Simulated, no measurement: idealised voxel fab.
Process module heading - voxel trench capacitor
The cross-section on display is named cut; it measures 245 nm wide, and its cells are 5 nm squares.
Each cross-section below is a grid of square cells, stated as bands in top-down order, with one or more rows of cells making up each band.
The entry gives the band's vertical extent as a top height and a bottom height in nm, then its horizontal make-up as materials from left to right, each with a width in nm. "air" stands for empty space; a single material marked "edge to edge" fills the band edge to edge.
Height reference: 0 = level under which incoming wafer is all one material. Lowest band: no bottom, runs on downward, e.g. "0 and below".
The width entry "30 to 40" should be interpreted row by row: the top row of cells in the band takes the first number, the bottom row takes the second number, and the change between adjacent rows is uniform throughout.
A step reported as "no alterations made" is a step in which no cell of the cross-section changed.
"Cavities, closed": sealed empty spaces, 8 cells or more, no open way to top, listed width x height at distance, with distance from the left edge and width, height and distance in nm.
Formally, on a step line, whatever follows the settings is a remark that the simulator itself makes on the step.
"overlay nm", when on a step's line for a step with a mask, measures how far to the right of its planned place the mask lay; a negative measure means to the left.

These are the steps we planned for the process
1: RECEIVE with material Si
2: CONFORMAL_DEP with material SiN, thk nm 10
3: DIRECTIONAL_DEP with material aC, thk nm 15
4: PATTERN with tone open, mask id TRENCH, material resist, width nm 20, pitch nm 40, thk nm 35, overlay nm -15
5: DIRECTIONAL_ETCH with etch materials aC, depth nm 15
6: STRIP with etch materials resist
7: DIRECTIONAL_ETCH with etch materials SiN, depth nm 10
8: DIRECTIONAL_ETCH with etch materials Si, depth nm 30
9: STRIP with etch materials aC
10: CONFORMAL_DEP with material Al2O3, thk nm 5
11: FILL_DEP with material polySi, thk nm 10
12: CMP with height nm 10
The wafers are alike at the start. At step 4, their overlay nm differs. The plan lists the first wafer's value.

First of several wafers, received after step 1, in cross-section
    0 and below = Si edge to edge
    Cavities, closed: none

Heads up, this table goes wafer by wafer. A row tells you, at the end of the module, how many cells of each material that wafer has put on (+) or dropped (-) since it was received, and then its closed voids
overlay nm -15; +36 Al2O3; -48 Si; +82 SiN; +28 polySi; Cavities, closed: none
overlay nm -10; +36 Al2O3; -48 Si; +82 SiN; +28 polySi; Cavities, closed: none
overlay nm -5; +36 Al2O3; -48 Si; +82 SiN; +28 polySi; Cavities, closed: none
overlay nm 0; +36 Al2O3; -48 Si; +82 SiN; +28 polySi; Cavities, closed: none
overlay nm 5; +36 Al2O3; -48 Si; +82 SiN; +28 polySi; Cavities, closed: none
overlay nm 10; +36 Al2O3; -48 Si; +82 SiN; +28 polySi; Cavities, closed: none
overlay nm 15; +36 Al2O3; -48 Si; +82 SiN; +28 polySi; Cavities, closed: none
